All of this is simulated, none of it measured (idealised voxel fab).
Name of the process module below: voxel self aligned vias
Each square cell in cross-section cut measures 5 nm, and the section as a whole is 215 nm wide.
Square cells in a grid make up a cross-section in this document, and the grid is given as bands, listed from the top down, each one or more rows of cells.
Band: top and bottom heights (nm) first, top before bottom; then materials from left to right, widths in nm. "full width" marks a sole material filling the band edge to edge. "blank" denotes empty space.
Height 0 is the level under which the wafer as received is all one material. The lowest band goes on downwards, as in "0..down".
A width such as "30..40" changes by the same amount from each row of cells to the next, from the band's top row to its bottom row.
"stayed the same", as given for a step, is the statement that not any cell of the cross-section underwent a change during that step.
The entry titled "Enclosed cavity list" provides the empty spaces that have no open way to the top, restricted to those of 8 cells or more. Each is presented as width x height at distance, the distance being measured from the left edge, with all three in nm.
Text after the settings on a step's line: the simulator's own remark on that step.
overlay nm: right-of-plan distance of the mask on a masked step; negative values mean left-of-plan.

-- Planned process steps
step 1: RECEIVE: material Si
step 2: CONFORMAL_DEP: material SiO2, thk nm 10
step 3: CONFORMAL_DEP: material SiCN, thk nm 5
step 4: DIRECTIONAL_DEP: material lowk, thk nm 20
step 5: DIRECTIONAL_DEP: material aC, thk nm 15
step 6: PATTERN: tone open, mask id LINES, material resist, width nm 30, pitch nm 75, thk nm 35, overlay nm 0
step 7: DIRECTIONAL_ETCH: etch materials aC, depth nm 15
step 8: STRIP: etch materials resist
step 9: DIRECTIONAL_ETCH: etch materials lowk, depth nm 20
step 10: STRIP: etch materials aC
step 11: CONFORMAL_DEP: material TiN, thk nm 5
step 12: FILL_DEP: material Ru, thk nm 10
step 13: CMP: height nm 35
step 14: SELECTIVE_ETCH: etch materials W Ru TiN, depth nm 5
step 15: FILL_DEP: material SiN, thk nm 5
step 16: CMP: height nm 35
step 17: DIRECTIONAL_DEP: material lowk, thk nm 15
step 18: DIRECTIONAL_DEP: material aC, thk nm 15
step 19: PATTERN: tone open, mask id VIAS, material resist, width nm 50, pitch nm 75, thk nm 30, overlay nm 0
step 20: DIRECTIONAL_ETCH: etch materials aC, depth nm 15
step 21: STRIP: etch materials resist
step 22: DIRECTIONAL_ETCH: etch materials lowk, depth nm 15
step 23: DIRECTIONAL_ETCH: etch materials SiN, depth nm 5
step 24: STRIP: etch materials aC
step 25: CONFORMAL_DEP: material TiN, thk nm 5
step 26: FILL_DEP: material Ru, thk nm 5
step 27: CMP: height nm 50
step 28: CONFORMAL_DEP: material SiCN, thk nm 5

-- As received (post step 1): cross-section
* 0..down  Si full width
* Enclosed cavity list: none

-- Final cross-section, module run with one mistake (start and plan as above)
* 55..50  SiCN full width
* 50..40  lowk (45)  TiN (5)  Ru (40)  TiN (5)  lowk (25)  TiN (5)  Ru (40)  TiN (5)  lowk (45)
* 40..35  lowk (45)  TiN (50)  lowk (25)  TiN (50)  lowk (45)
* 35..30  SiCN full width
* 30..10  lowk full width
* 10..0  SiO2 full width
* 0..down  Si full width
* Enclosed cavity list: none
Where did the run depart from the plan? step 4 occupied the plan position of step 3, and the converse holds as well
